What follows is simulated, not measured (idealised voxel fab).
process module | voxel wiring stack
Square cells of 5 nm make up the cross-section cut, whose width is 140 nm.
Throughout this document, each cross-section is represented as a grid of square cells and is presented as a sequence of bands enumerated from the top downward, where a band comprises one or more rows of cells.
Basically the band line says how high the top is and how high the bottom is, in nm, and then what's in it from left to right, every material with its width in nm. Empty space shows up as "blank", and if a single material carries "throughout" it runs the full band edge to edge.
Below 0: as-received wafer, all one material; heights counted from there. Lowest band: no bottom, goes on down, written "0 -> down".
Note: "30 to 40" means the width goes from the first number (top row of the band) to the second number (bottom row) in equal steps per row of cells.
You'll sometimes find "changes: none" written for a step, and that's the way of saying that nowhere in the cross-section did a cell change during that step.
So "Closed internal cavities" is basically the list of trapped voids: any empty space of 8 cells or more that can't reach the top through an opening. They're written width x height at distance, the distance being from the left edge, and it's all nm.
If you see something after the settings on a step's line, that's the simulator's own remark about that step.
overlay nm: step with mask; distance mask lay right of planned place; negative value = left of planned place.
# Set out below are the planned steps of the process
1 op RECEIVE | material Si
2 op CONFORMAL_DEP | material SiO2 | thk nm 10
3 op DIRECTIONAL_DEP | material TiN | thk nm 5
4 op DIRECTIONAL_DEP | material W | thk nm 25
5 op MASKED_ETCH | tone cover | mask id METAL_1 | width nm 25 | pitch nm 45 | etch materials W | depth nm 25 | overlay nm 0
6 op MASKED_ETCH | tone cover | mask id METAL_1 | width nm 25 | pitch nm 45 | etch materials TiN | depth nm 5 | overlay nm 0
7 op FILL_DEP | material SiO2 | thk nm 5
8 op CMP | height nm 40
9 op CONFORMAL_DEP | material SiCN | thk nm 5
10 op DIRECTIONAL_DEP | material SiO2 | thk nm 30
11 op PATTERN | tone open | mask id METAL_2_HOLES | material resist | width nm 15 | pitch nm 45 | thk nm 20 | overlay nm 0
12 op DIRECTIONAL_ETCH | etch materials SiO2 | depth nm 30
13 op STRIP | etch materials resist
14 op MASKED_ETCH | tone open | mask id METAL_2 | width nm 25 | pitch nm 45 | etch materials SiO2 | depth nm 20 | overlay nm 0
15 op MASKED_ETCH | tone open | mask id METAL_2 | width nm 25 | pitch nm 45 | etch materials SiCN | depth nm 5 | overlay nm 0
16 op CONFORMAL_DEP | material TiN | thk nm 5
17 op FILL_DEP | material Cu | thk nm 10
18 op CMP | height nm 75
19 op CONFORMAL_DEP | material SiCN | thk nm 5
20 op DIRECTIONAL_DEP | material lowk | thk nm 10
21 op MASKED_ETCH | tone open | mask id PLUG_2 | width nm 15 | pitch nm 45 | etch materials lowk | depth nm 10 | overlay nm 0
22 op MASKED_ETCH | tone open | mask id PLUG_2 | width nm 15 | pitch nm 45 | etch materials SiCN | depth nm 5 | overlay nm 0
23 op EPI | material Ru | thk nm 10
24 op EPI | material Ru | thk nm 5
25 op DIRECTIONAL_DEP | material TiN | thk nm 5
26 op DIRECTIONAL_DEP | material W | thk nm 15
27 op DIRECTIONAL_DEP | material aC | thk nm 15
28 op PATTERN | tone cover | mask id METAL_3 | material resist | width nm 25 | pitch nm 45 | thk nm 30 | overlay nm 0
29 op DIRECTIONAL_ETCH | etch materials aC | depth nm 15
30 op STRIP | etch materials resist
31 op DIRECTIONAL_ETCH | etch materials W | depth nm 15
32 op DIRECTIONAL_ETCH | etch materials TiN | depth nm 5
33 op STRIP | etch materials aC
34 op CONFORMAL_DEP | material SiN | thk nm 5
35 op FILL_DEP | material SiO2 | thk nm 5
36 op CMP | height nm 110
37 op CONFORMAL_DEP | material SiCN | thk nm 5
# Step 1 complete: cross-section of the wafer as received
- 0 -> down  Si throughout
- Closed internal cavities: none
# End state of the module in cross-section, given the above starting point and plan and one mistake in execution
- 115 -> 110  SiCN throughout
- 110 -> 95  SiO2 30, SiN 5, W 25, SiN 5, SiO2 10, SiN 5, W 25, SiN 5, SiO2 30
- 95 -> 90  SiN 35, TiN 25, SiN 20, TiN 25, SiN 35
- 90 -> 80  lowk 35, Ru 15, lowk 30, Ru 15, lowk 45
- 80 -> 75  SiCN 35, Ru 15, SiCN 30, Ru 15, SiCN 45
- 75 -> 60  SiO2 35, TiN 5, Cu 15, TiN 5, SiO2 20, TiN 5, Cu 15, TiN 5, SiO2 35
- 60 -> 55  SiO2 35, TiN 5, Cu 5, TiN 15, SiO2 20, TiN 5, Cu 5, TiN 15, SiO2 35
- 55 -> 45  SiO2 35, TiN 5, Cu 5, TiN 5, SiO2 30, TiN 5, Cu 5, TiN 5, SiO2 45
- 45 -> 40  SiCN 35, TiN 15, SiCN 30, TiN 15, SiCN 45
- 40 -> 20  SiO2 35, W 25, SiO2 20, W 25, SiO2 35
- 20 -> 15  SiO2 35, TiN 25, SiO2 20, TiN 25, SiO2 35
- 15 -> 0  SiO2 throughout
- 0 -> down  Si throughout
- Closed internal cavities: none
Finding, execution versus plan: step 2 ran as: op CONFORMAL_DEP | material SiO2 | thk nm 15
